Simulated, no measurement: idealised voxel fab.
Herein follows the process module entitled voxel trench capacitor.
Square cells of 5 nm make up the cross-section cut, whose width is 200 nm.
The cross-sections in this document take the form of a grid made of square cells. They are written out as bands, in order from top to bottom. Each band consists of one or more rows of cells. It is stipulated that each band's entry specify, in nanometres, the height of the top of the band and then that of its bottom, followed by the materials of the band in left-to-right sequence, each together with its width in nanometres. A single material marked by the word "throughout" is understood to fill the band from edge to edge; the word "air" is understood to denote empty space. Convention: height 0 is the level below which the wafer, as received, is all one material. The lowest band does not terminate at the bottom but continues downward, represented as "from 0 down". So if you see something like "30->40" for the width, read it as the top row of the band sitting at the first number and the bottom row at the second, with every row in between moving by the same amount as the last. Key: "nothing altered" - step with no changed cell in the cross-section. Reported under the label "Closed void table" are the empty spaces having no open way to the top and comprising 8 cells or more; the notation for each is width x height at distance, in which the distance is measured from the left edge and all three values are in nm. Anything after a step's settings on that line? It's the simulator's own note about the step. overlay nm: on a step with a mask, how far right of its planned place the mask lay; negative means left.
## Intended process steps
1 op RECEIVE | material Si
2 op CONFORMAL_DEP | material SiN | thk nm 5
3 op DIRECTIONAL_DEP | material aC | thk nm 15
4 op PATTERN | tone open | mask id TRENCH | material resist | width nm 25 | pitch nm 40 | thk nm 35 | overlay nm 0
5 op DIRECTIONAL_ETCH | etch materials aC | depth nm 15
6 op STRIP | etch materials resist
7 op DIRECTIONAL_ETCH | etch materials SiN | depth nm 5
8 op DIRECTIONAL_ETCH | etch materials Si | depth nm 35
9 op STRIP | etch materials aC
10 op CONFORMAL_DEP | material Al2O3 | thk nm 5
11 op FILL_DEP | material polySi | thk nm 5
12 op CMP | height nm 5
## The first of a set of two wafers, run to plan
## Step 1 complete: cross-section of the wafer as received
* from 0 down: Si throughout
* Closed void table: none
## State of the wafer after step 2, shown in cross-section
* from 5 to 0: SiN throughout
* Below 0, no change.
## State of the wafer after step 3, shown in cross-section
* from 20 to 5: aC throughout
* Below 5, no change.
## State of the wafer after step 4, shown in cross-section
* from 55 to 20: resist: 45, then air: 25, then resist: 15, then air: 25, then resist: 15, then air: 25, then resist: 50
* Below 20, no change.
## State of the wafer after step 5, shown in cross-section
* from 40 to 20: resist: 45, then air: 25, then resist: 15, then air: 25, then resist: 15, then air: 25, then resist: 50
* from 20 to 5: aC: 45, then air: 25, then aC: 15, then air: 25, then aC: 15, then air: 25, then aC: 50
* Below 5, no change.
## State of the wafer after step 6, shown in cross-section
* from 20 to 5: aC: 45, then air: 25, then aC: 15, then air: 25, then aC: 15, then air: 25, then aC: 50
* Below 5, no change.
## State of the wafer after step 7, shown in cross-section
* from 20 to 5: aC: 45, then air: 25, then aC: 15, then air: 25, then aC: 15, then air: 25, then aC: 50
* from 5 to 0: SiN: 45, then air: 25, then SiN: 15, then air: 25, then SiN: 15, then air: 25, then SiN: 50
* Below 0, no change.
## State of the wafer after step 8, shown in cross-section
* from 20 to 5: aC: 45, then air: 25, then aC: 15, then air: 25, then aC: 15, then air: 25, then aC: 50
* from 5 to 0: SiN: 45, then air: 25, then SiN: 15, then air: 25, then SiN: 15, then air: 25, then SiN: 50
* from 0 to -35: Si: 45, then air: 25, then Si: 15, then air: 25, then Si: 15, then air: 25, then Si: 50
* Below -35, no change.
## State of the wafer after step 9, shown in cross-section
* from 5 to 0: SiN: 45, then air: 25, then SiN: 15, then air: 25, then SiN: 15, then air: 25, then SiN: 50
* Below 0, no change.
## State of the wafer after step 10, shown in cross-section
* from 10 to 5: Al2O3: 50, then air: 15, then Al2O3: 25, then air: 15, then Al2O3: 25, then air: 15, then Al2O3: 55
* from 5 to 0: SiN: 45, then Al2O3: 5, then air: 15, then Al2O3: 5, then SiN: 15, then Al2O3: 5, then air: 15, then Al2O3: 5, then SiN: 15, then Al2O3: 5, then air: 15, then Al2O3: 5, then SiN: 50
* from 0 to -30: Si: 45, then Al2O3: 5, then air: 15, then Al2O3: 5, then Si: 15, then Al2O3: 5, then air: 15, then Al2O3: 5, then Si: 15, then Al2O3: 5, then air: 15, then Al2O3: 5, then Si: 50
* from -30 to -35: Si: 45, then Al2O3: 25, then Si: 15, then Al2O3: 25, then Si: 15, then Al2O3: 25, then Si: 50
* Below -35, no change.
## State of the wafer after step 11, shown in cross-section
* from 15 to 10: polySi throughout
* from 10 to 5: Al2O3: 50, then polySi: 15, then Al2O3: 25, then polySi: 15, then Al2O3: 25, then polySi: 15, then Al2O3: 55
* from 5 to 0: SiN: 45, then Al2O3: 5, then polySi: 15, then Al2O3: 5, then SiN: 15, then Al2O3: 5, then polySi: 15, then Al2O3: 5, then SiN: 15, then Al2O3: 5, then polySi: 15, then Al2O3: 5, then SiN: 50
* from 0 to -30: Si: 45, then Al2O3: 5, then polySi: 15, then Al2O3: 5, then Si: 15, then Al2O3: 5, then polySi: 15, then Al2O3: 5, then Si: 15, then Al2O3: 5, then polySi: 15, then Al2O3: 5, then Si: 50
* Below -30, no change.
## State of the wafer after step 12, shown in cross-section
* from 5 to 0: SiN: 45, then Al2O3: 5, then polySi: 15, then Al2O3: 5, then SiN: 15, then Al2O3: 5, then polySi: 15, then Al2O3: 5, then SiN: 15, then Al2O3: 5, then polySi: 15, then Al2O3: 5, then SiN: 50
* Below 0, no change.
## Second wafer - shared start and plan with the first - one error in running - same as the first up to step 8 inclusive
## Cross-section of the second wafer when, according to plan, step 9 should have finished
* from 25 to 20: Al2O3: 50, then air: 15, then Al2O3: 25, then air: 15, then Al2O3: 25, then air: 15, then Al2O3: 55
* from 20 to 5: aC: 45, then Al2O3: 5, then air: 15, then Al2O3: 5, then aC: 15, then Al2O3: 5, then air: 15, then Al2O3: 5, then aC: 15, then Al2O3: 5, then air: 15, then Al2O3: 5, then aC: 50
* from 5 to 0: SiN: 45, then Al2O3: 5, then air: 15, then Al2O3: 5, then SiN: 15, then Al2O3: 5, then air: 15, then Al2O3: 5, then SiN: 15, then Al2O3: 5, then air: 15, then Al2O3: 5, then SiN: 50
* from 0 to -30: Si: 45, then Al2O3: 5, then air: 15, then Al2O3: 5, then Si: 15, then Al2O3: 5, then air: 15, then Al2O3: 5, then Si: 15, then Al2O3: 5, then air: 15, then Al2O3: 5, then Si: 50
* from -30 to -35: Si: 45, then Al2O3: 25, then Si: 15, then Al2O3: 25, then Si: 15, then Al2O3: 25, then Si: 50
* Below -35, no change.
Cross-section of the second wafer when, according to plan, step 10 should have finished: nothing altered
## Cross-section of the second wafer when, according to plan, step 11 should have finished
* from 30 to 25: polySi throughout
* from 25 to 20: Al2O3: 50, then polySi: 15, then Al2O3: 25, then polySi: 15, then Al2O3: 25, then polySi: 15, then Al2O3: 55
* from 20 to 5: aC: 45, then Al2O3: 5, then polySi: 15, then Al2O3: 5, then aC: 15, then Al2O3: 5, then polySi: 15, then Al2O3: 5, then aC: 15, then Al2O3: 5, then polySi: 15, then Al2O3: 5, then aC: 50
* from 5 to 0: SiN: 45, then Al2O3: 5, then polySi: 15, then Al2O3: 5, then SiN: 15, then Al2O3: 5, then polySi: 15, then Al2O3: 5, then SiN: 15, then Al2O3: 5, then polySi: 15, then Al2O3: 5, then SiN: 50
* from 0 to -30: Si: 45, then Al2O3: 5, then polySi: 15, then Al2O3: 5, then Si: 15, then Al2O3: 5, then polySi: 15, then Al2O3: 5, then Si: 15, then Al2O3: 5, then polySi: 15, then Al2O3: 5, then Si: 50
* Below -30, no change.
## Cross-section of the second wafer when, according to plan, step 12 should have finished
* from 5 to 0: SiN: 45, then Al2O3: 5, then polySi: 15, then Al2O3: 5, then SiN: 15, then Al2O3: 5, then polySi: 15, then Al2O3: 5, then SiN: 15, then Al2O3: 5, then polySi: 15, then Al2O3: 5, then SiN: 50
* Below 0, no change.
What was the processing mistake? steps 9 and 10: order swapped relative to plan
Same final cross-section on the two wafers, so the model's numbers don't move because of the mistake.
